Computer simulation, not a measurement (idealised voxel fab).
process module | voxel capacitor over wiring
cross-section cut | 210 nm wide | cells 5 nm
A cross-section is a grid of square cells, given in bands from the top down. A band is one or more rows of cells.
Each band's line starts with the height of the band's top and of its bottom, in nm. Then come its materials from left to right, each with its width in nm. One material with "throughout" fills the band from edge to edge. "air" is empty space.
Height 0 is the level under which the wafer as received is all one material. The lowest band goes on downwards, as in "0 down".
A width such as "30 to 40" changes by the same amount from each row of cells to the next, from the band's top row to its bottom row.
"no change" after a step means that no cell of the cross-section changed.
closed voids: empty space of 8 cells or more with no open way to the top, each as width x height at its distance from the left edge, in nm
after a step's settings: what the simulator itself notes on the step
overlay nm, on a step with a mask: how far to the right of its planned place the mask lay; to the left if negative
plan
1 op RECEIVE | material Si
2 op CONFORMAL_DEP | material SiO2 | thk nm 15
3 op CONFORMAL_DEP | material SiCN | thk nm 5
4 op DIRECTIONAL_DEP | material SiO2 | thk nm 25
5 op MASKED_ETCH | tone open | mask id METAL_1 | width nm 25 | pitch nm 75 | etch materials SiO2 | depth nm 25 | overlay nm 0
6 op MASKED_ETCH | tone open | mask id METAL_1 | width nm 25 | pitch nm 75 | etch materials SiCN | depth nm 5 | overlay nm 0
7 op CONFORMAL_DEP | material TiN | thk nm 5
8 op FILL_DEP | material W | thk nm 10
9 op CMP | height nm 45
10 op EPI | material Ru | thk nm 5
11 op FILL_DEP | material SiCN | thk nm 5
12 op DIRECTIONAL_DEP | material SiO2 | thk nm 10
13 op MASKED_ETCH | tone open | mask id PLUG_1 | width nm 15 | etch materials SiO2 | depth nm 10 | overlay nm 0
14 op MASKED_ETCH | tone open | mask id PLUG_1 | width nm 15 | etch materials SiCN | depth nm 5 | overlay nm 0
15 op CONFORMAL_DEP | material TiN | thk nm 5
16 op FILL_DEP | material W | thk nm 5
17 op CMP | height nm 65
18 op DIRECTIONAL_DEP | material TiN | thk nm 10
19 op DIRECTIONAL_DEP | material Al2O3 | thk nm 5
20 op DIRECTIONAL_DEP | material TiN | thk nm 10
21 op PATTERN | tone cover | mask id UPPER_PLATE | material resist | width nm 55 | thk nm 20 | overlay nm 0
22 op DIRECTIONAL_ETCH | etch materials TiN | depth nm 10
23 op DIRECTIONAL_ETCH | etch materials Al2O3 | depth nm 5
24 op STRIP | etch materials resist
25 op PATTERN | tone cover | mask id LOWER_PLATE | material resist | width nm 65 | thk nm 15 | overlay nm 0
26 op DIRECTIONAL_ETCH | etch materials TiN | depth nm 10
27 op STRIP | etch materials resist
28 op FILL_DEP | material SiO2 | thk nm 20
29 op CMP | height nm 105
30 op PATTERN | tone open | mask id PLUG_2 | material resist | width nm 15 | thk nm 20 | overlay nm 0
31 op DIRECTIONAL_ETCH | etch materials SiO2 | depth nm 15
32 op STRIP | etch materials resist
33 op CONFORMAL_DEP | material TiN | thk nm 5
34 op FILL_DEP | material Ru | thk nm 5
35 op CMP | height nm 105
36 op CONFORMAL_DEP | material SiCN | thk nm 5
as received, after step 1
  0 down: Si throughout
  closed voids: none
first wafer at the end, as planned
  110 to 105: SiCN throughout
  105 to 95: SiO2 75 | TiN 5 | Ru 5 | TiN 5 | SiO2 120
  95 to 90: SiO2 75 | TiN 15 | SiO2 120
  90 to 80: SiO2 65 | TiN 55 | SiO2 90
  80 to 75: SiO2 65 | Al2O3 55 | SiO2 90
  75 to 65: SiO2 60 | TiN 65 | SiO2 85
  65 to 55: SiO2 65 | TiN 5 | W 5 | TiN 5 | SiO2 130
  55 to 50: SiCN 65 | TiN 15 | SiCN 130
  50 to 45: SiCN 50 | Ru 35 | SiCN 40 | Ru 35 | SiCN 50
  45 to 20: SiO2 55 | TiN 5 | W 15 | TiN 5 | SiO2 50 | TiN 5 | W 15 | TiN 5 | SiO2 55
  20 to 15: SiCN 55 | TiN 25 | SiCN 50 | TiN 25 | SiCN 55
  15 to 0: SiO2 throughout
  0 down: Si throughout
  closed voids: none
second wafer at the end: like start, like plan, one mistake
  110 to 105: SiCN throughout
  105 to 95: SiO2 75 | TiN 5 | Ru 5 | TiN 5 | SiO2 120
  95 to 90: SiO2 75 | TiN 15 | SiO2 120
  90 to 80: SiO2 65 | TiN 55 | SiO2 90
  80 to 75: SiO2 65 | Al2O3 55 | SiO2 90
  75 to 65: SiO2 60 | TiN 65 | SiO2 85
  65 to 55: SiO2 65 | TiN 5 | W 5 | TiN 5 | SiO2 130
  55 to 50: SiCN 65 | TiN 15 | SiCN 130
  50 to 45: Ru throughout
  45 to 35: W throughout
  35 to 30: TiN 60 | W 15 | TiN 60 | W 15 | TiN 60
  30 to 5: SiO2 55 | TiN 5 | W 15 | TiN 5 | SiO2 50 | TiN 5 | W 15 | TiN 5 | SiO2 55
  5 to 0: SiCN 55 | TiN 25 | SiCN 50 | TiN 25 | SiCN 55
  0 down: Si throughout
  closed voids: none
what went wrong: step 2 was left out
at the end the second wafer has, in cells: 28 more of Ru | 28 fewer of SiCN | 126 fewer of SiO2 | 36 more of TiN | 90 more of W
